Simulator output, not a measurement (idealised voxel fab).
Process module under the name voxel gate over fins
Section cut is 170 nm wide and gridded with 5 nm square cells.
Throughout this document, each cross-section is represented as a grid of square cells and is presented as a sequence of bands enumerated from the top downward, where a band comprises one or more rows of cells. Per band: top height and bottom height in nm, followed by the left-to-right materials and their widths in nm; "everywhere" marks a single material spanning edge to edge, "empty" marks empty space. Where do heights start? At 0: under that level the wafer as delivered is made of one material only. And the lowest band has no floor; it just carries on downward, as in "top 0, no bottom". The notation "30->40" denotes a width that varies across the rows of cells in the band, beginning at the first number in the top row, finishing at the second number in the bottom row, and changing by an identical amount from each row to the next. Step marked "left unchanged"? Then no cell in the cross-section changed in it. Cavities, sealed: empty space of 8 cells or more with no open way to the top, each as width x height at its distance from the left edge, in nm. It should be noted that, on the line of a given step, the content following the step's settings is a remark produced by the simulator itself with respect to that step. A step's line can hold "overlay nm"; with a mask on that step, the setting says how far right of the planned place the mask lay, while a negative setting says it lay to the left.
Below is the list of planned process steps
1) RECEIVE (material Si)
2) CONFORMAL_DEP (material SiN; thk nm 5)
3) MASKED_ETCH (tone cover; mask id FINS; width nm 15; pitch nm 60; etch materials SiN; depth nm 5; overlay nm 0)
4) MASKED_ETCH (tone cover; mask id FINS; width nm 15; pitch nm 60; etch materials Si; depth nm 40; overlay nm 0)
5) FILL_DEP (material SiO2; thk nm 10)
6) CMP (height nm 5)
7) DIRECTIONAL_DEP (material aC; thk nm 10)
8) PATTERN (tone open; mask id RAIL; material resist; width nm 15; thk nm 25; overlay nm 0)
9) DIRECTIONAL_ETCH (etch materials aC; depth nm 10)
10) STRIP (etch materials resist)
11) DIRECTIONAL_ETCH (etch materials SiO2; depth nm 40)
12) STRIP (etch materials aC)
13) CONFORMAL_DEP (material TiN; thk nm 5)
14) FILL_DEP (material Ru; thk nm 5)
15) CMP (height nm 5)
16) SELECTIVE_ETCH (etch materials W Ru TiN; depth nm 20)
17) FILL_DEP (material SiO2; thk nm 5)
18) CMP (height nm 5)
19) SELECTIVE_ETCH (etch materials SiO2; depth nm 15)
20) STRIP (etch materials SiN)
21) CONFORMAL_DEP (material HfO2; thk nm 5)
22) CONFORMAL_DEP (material TiN; thk nm 5)
23) FILL_DEP (material W; thk nm 15)
24) CMP (height nm 20)
25) CONFORMAL_DEP (material SiCN; thk nm 10)
As received (post step 1): cross-section
* top 0, no bottom: Si everywhere
* Cavities, sealed: none
First of two wafers at the end of the module, shown in cross-section; run carried out as planned
* top 30, bottom 20: SiCN everywhere
* top 20, bottom 10: W everywhere
* top 10, bottom 5: 35 W, then 35 TiN, then 25 W, then 35 TiN, then 40 W
* top 5, bottom 0: 35 W, then 5 TiN, then 25 HfO2, then 5 TiN, then 25 W, then 5 TiN, then 25 HfO2, then 5 TiN, then 40 W
* top 0, bottom -5: 40 TiN, then 5 HfO2, then 15 Si, then 5 HfO2, then 35 TiN, then 5 HfO2, then 15 Si, then 5 HfO2, then 45 TiN
* top -5, bottom -10: 45 HfO2, then 15 Si, then 45 HfO2, then 15 Si, then 50 HfO2
* top -10, bottom -15: 45 SiO2, then 15 Si, then 45 SiO2, then 15 Si, then 50 SiO2
* top -15, bottom -30: 45 SiO2, then 15 Si, then 15 SiO2, then 5 TiN, then 5 Ru, then 5 TiN, then 15 SiO2, then 15 Si, then 50 SiO2
* top -30, bottom -35: 45 SiO2, then 15 Si, then 15 SiO2, then 15 TiN, then 15 SiO2, then 15 Si, then 50 SiO2
* top -35, bottom -40: 45 SiO2, then 15 Si, then 45 SiO2, then 15 Si, then 50 SiO2
* top -40, no bottom: Si everywhere
* Cavities, sealed: none
Here is the second of the two wafers cut open at the end of the module - same start, same plan as the first one, but we made one mistake running it
* top 30, bottom 20: SiCN everywhere
* top 20, bottom 10: W everywhere
* top 10, bottom 5: 35 W, then 35 TiN, then 25 W, then 35 TiN, then 40 W
* top 5, bottom 0: 35 W, then 5 TiN, then 25 HfO2, then 5 TiN, then 25 W, then 5 TiN, then 25 HfO2, then 5 TiN, then 40 W
* top 0, bottom -5: 35 W, then 5 TiN, then 5 HfO2, then 15 Si, then 5 HfO2, then 5 TiN, then 25 W, then 5 TiN, then 5 HfO2, then 15 Si, then 5 HfO2, then 5 TiN, then 40 W
* top -5, bottom -10: 35 W, then 5 TiN, then 5 HfO2, then 15 Si, then 5 HfO2, then 35 TiN, then 5 HfO2, then 15 Si, then 5 HfO2, then 5 TiN, then 40 W
* top -10, bottom -15: 35 W, then 5 TiN, then 5 HfO2, then 15 Si, then 5 HfO2, then 5 TiN, then 25 HfO2, then 5 TiN, then 5 HfO2, then 15 Si, then 5 HfO2, then 5 TiN, then 40 W
* top -15, bottom -20: 40 TiN, then 5 HfO2, then 15 Si, then 5 HfO2, then 5 TiN, then 5 HfO2, then 5 TiN, then 5 Ru, then 5 TiN, then 5 HfO2, then 5 TiN, then 5 HfO2, then 15 Si, then 5 HfO2, then 45 TiN
* top -20, bottom -25: 45 HfO2, then 15 Si, then 15 HfO2, then 5 TiN, then 5 Ru, then 5 TiN, then 15 HfO2, then 15 Si, then 50 HfO2
* top -25, bottom -30: 45 SiO2, then 15 Si, then 15 SiO2, then 5 TiN, then 5 Ru, then 5 TiN, then 15 SiO2, then 15 Si, then 50 SiO2
* top -30, bottom -35: 45 SiO2, then 15 Si, then 15 SiO2, then 15 TiN, then 15 SiO2, then 15 Si, then 50 SiO2
* top -35, bottom -40: 45 SiO2, then 15 Si, then 45 SiO2, then 15 Si, then 50 SiO2
* top -40, no bottom: Si everywhere
* Cavities, sealed: none
Plan not followed: it should be noted that step 19 of the plan was executed twice
At the finish, the second wafer shows more or fewer cells for some materials than the first does: +16 HfO2; -78 SiO2; +12 TiN; +50 W
